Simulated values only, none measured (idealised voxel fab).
The process module that follows is named voxel capacitor over wiring.
Cross-section cut: width 225 nm, square cells of 5 nm.
Format of a cross-section: grid, square cells. Given as bands. Order: top down. Band: one or more rows of cells. Top, bottom (nm), then materials left to right with widths (nm); lone material tagged "throughout" fills the whole band edge to edge; "blank" = empty space. Note: height 0 marks the level under which the wafer is uniformly one material as received. Lowest band unbounded below, written "0 nm and below". Top row gets the first number, bottom row gets the second, and each row in between changes by the same step: that is how a band width like "30 to 40" works. When a step is marked "remained the same", none of the cells in the cross-section changed during that step. Basically, "Enclosed void inventory" tells you about the enclosed voids: empty spaces with no open way to the top, 8 cells or bigger, each written width x height at distance, where distance is from the left edge, all in nm. That trailing text on a step's line, after the settings, is the simulator's own remark on the step. A step's line can hold "overlay nm"; with a mask on that step, the setting says how far right of the planned place the mask lay, while a negative setting says it lay to the left. Pairs follow: section before one process step, section after it down to the lowest changed band, step with settings underneath. Pairs may come from different runs of this module on the same starting wafer; continuity with the pair above only as stated in the "Pre-step profile" entry.
# Pre-step profile
  70 nm to 55 nm | lowk 70 nm, then blank 15 nm, then lowk 140 nm
  55 nm to 50 nm | lowk 70 nm, then Ru 15 nm, then lowk 140 nm
  50 nm to 45 nm | SiCN 70 nm, then Ru 15 nm, then SiCN 140 nm
  45 nm to 40 nm | Ru 65 nm, then SiCN 15 nm, then Ru 65 nm, then SiCN 15 nm, then Ru 65 nm
  40 nm to 15 nm | Ru 55 nm, then TiN 5 nm, then lowk 25 nm, then TiN 5 nm, then Ru 45 nm, then TiN 5 nm, then lowk 25 nm, then TiN 5 nm, then Ru 55 nm
  15 nm to 10 nm | TiN 60 nm, then SiN 25 nm, then TiN 55 nm, then SiN 25 nm, then TiN 60 nm
  10 nm to 0 nm | SiO2 throughout
  0 nm and below | Si throughout
  Enclosed void inventory: none
# Section, Post-Step
  70 nm to 65 nm | lowk 70 nm, then blank 15 nm, then lowk 140 nm
  65 nm to 50 nm | lowk 70 nm, then Ru 15 nm, then lowk 140 nm
  Below 50, no change.
  Enclosed void inventory: none
Upper to lower cross-section via op EPI | material Ru | thk nm 10
Pre-step profile: The initial state for this step is given by the after cross-section of the immediately preceding pair.
# Section, Post-Step
  70 nm to 50 nm | lowk 70 nm, then Ru 15 nm, then lowk 140 nm
  Below 50, no change.
  Enclosed void inventory: none
Upper to lower cross-section via op EPI | material Ru | thk nm 5
Pre-step profile: The initial state for this step is given by the after cross-section of the immediately preceding pair.
# Section, Post-Step
  80 nm to 70 nm | TiN throughout
  Below 70, no change.
  Enclosed void inventory: none
Upper to lower cross-section via op DIRECTIONAL_DEP | material TiN | thk nm 10
Pre-step profile: The initial state for this step is given by the after cross-section of the immediately preceding pair.
# Section, Post-Step
  85 nm to 80 nm | HfO2 throughout
  Below 80, no change.
  Enclosed void inventory: none
Upper to lower cross-section via op DIRECTIONAL_DEP | material HfO2 | thk nm 5
Pre-step profile: The initial state for this step is given by the after cross-section of the immediately preceding pair.
# Section, Post-Step
  95 nm to 85 nm | TiN throughout
  Below 85, no change.
  Enclosed void inventory: none
Upper to lower cross-section via op DIRECTIONAL_DEP | material TiN | thk nm 10
Pre-step profile: The initial state for this step is given by the after cross-section of the immediately preceding pair.
# Section, Post-Step
  95 nm to 85 nm | blank 70 nm, then TiN 60 nm, then blank 95 nm
  Below 85, no change.
  Enclosed void inventory: none
Upper to lower cross-section via op MASKED_ETCH | tone cover | mask id UPPER_PLATE | width nm 60 | etch materials TiN | depth nm 10 | overlay nm 0
Pre-step profile: The initial state for this step is given by the after cross-section of the immediately preceding pair.
# Section, Post-Step
  95 nm to 85 nm | blank 70 nm, then TiN 60 nm, then blank 95 nm
  85 nm to 80 nm | blank 70 nm, then HfO2 60 nm, then blank 95 nm
  Below 80, no change.
  Enclosed void inventory: none
Upper to lower cross-section via op MASKED_ETCH | tone cover | mask id UPPER_PLATE | width nm 60 | etch materials HfO2 | depth nm 5 | overlay nm 0
Pre-step profile: The initial state for this step is given by the after cross-section of the immediately preceding pair.
# Section, Post-Step
  95 nm to 85 nm | blank 70 nm, then TiN 60 nm, then blank 95 nm
  85 nm to 80 nm | blank 70 nm, then HfO2 60 nm, then blank 95 nm
  80 nm to 70 nm | blank 65 nm, then TiN 70 nm, then blank 90 nm
  Below 70, no change.
  Enclosed void inventory: none
Upper to lower cross-section via op MASKED_ETCH | tone cover | mask id LOWER_PLATE | width nm 70 | etch materials TiN | depth nm 10 | overlay nm 0
Pre-step profile: The initial state for this step is given by the after cross-section of the immediately preceding pair.
# Section, Post-Step
  110 nm to 95 nm | SiO2 throughout
  95 nm to 85 nm | SiO2 70 nm, then TiN 60 nm, then SiO2 95 nm
  85 nm to 80 nm | SiO2 70 nm, then HfO2 60 nm, then SiO2 95 nm
  80 nm to 70 nm | SiO2 65 nm, then TiN 70 nm, then SiO2 90 nm
  Below 70, no change.
  Enclosed void inventory: none
Upper to lower cross-section via op FILL_DEP | material SiO2 | thk nm 15
Pre-step profile: The initial state for this step is given by the after cross-section of the immediately preceding pair.
# Section, Post-Step
  105 nm to 95 nm | SiO2 throughout
  Below 95, no change.
  Enclosed void inventory: none
Upper to lower cross-section via op CMP | height nm 105
Pre-step profile: The initial state for this step is given by the after cross-section of the immediately preceding pair.
# Section, Post-Step
  105 nm to 95 nm | SiO2 80 nm, then blank 15 nm, then SiO2 130 nm
  Below 95, no change.
  Enclosed void inventory: none
Upper to lower cross-section via op MASKED_ETCH | tone open | mask id PLUG_2 | width nm 15 | etch materials SiO2 | depth nm 10 | overlay nm 0
Pre-step profile: The initial state for this step is given by the after cross-section of the immediately preceding pair.
# Section, Post-Step
  110 nm to 105 nm | TiN 85 nm, then blank 5 nm, then TiN 135 nm
  105 nm to 100 nm | SiO2 80 nm, then TiN 5 nm, then blank 5 nm, then TiN 5 nm, then SiO2 130 nm
  100 nm to 95 nm | SiO2 80 nm, then TiN 15 nm, then SiO2 130 nm
  Below 95, no change.
  Enclosed void inventory: none
Upper to lower cross-section via op CONFORMAL_DEP | material TiN | thk nm 5
Pre-step profile: The initial state for this step is given by the after cross-section of the immediately preceding pair.
# Section, Post-Step
  120 nm to 110 nm | W throughout
  110 nm to 105 nm | TiN 85 nm, then W 5 nm, then TiN 135 nm
  105 nm to 100 nm | SiO2 80 nm, then TiN 5 nm, then W 5 nm, then TiN 5 nm, then SiO2 130 nm
  Below 100, no change.
  Enclosed void inventory: none
Upper to lower cross-section via op FILL_DEP | material W | thk nm 10
Pre-step profile: The initial state for this step is given by the after cross-section of the immediately preceding pair.
# Section, Post-Step
  105 nm to 100 nm | SiO2 80 nm, then TiN 5 nm, then W 5 nm, then TiN 5 nm, then SiO2 130 nm
  Below 100, no change.
  Enclosed void inventory: none
Upper to lower cross-section via op CMP | height nm 105
Pre-step profile: The initial state for this step is given by the after cross-section of the immediately preceding pair.
# Section, Post-Step
  110 nm to 105 nm | SiCN throughout
  Below 105, no change.
  Enclosed void inventory: none
Upper to lower cross-section via op CONFORMAL_DEP | material SiCN | thk nm 5
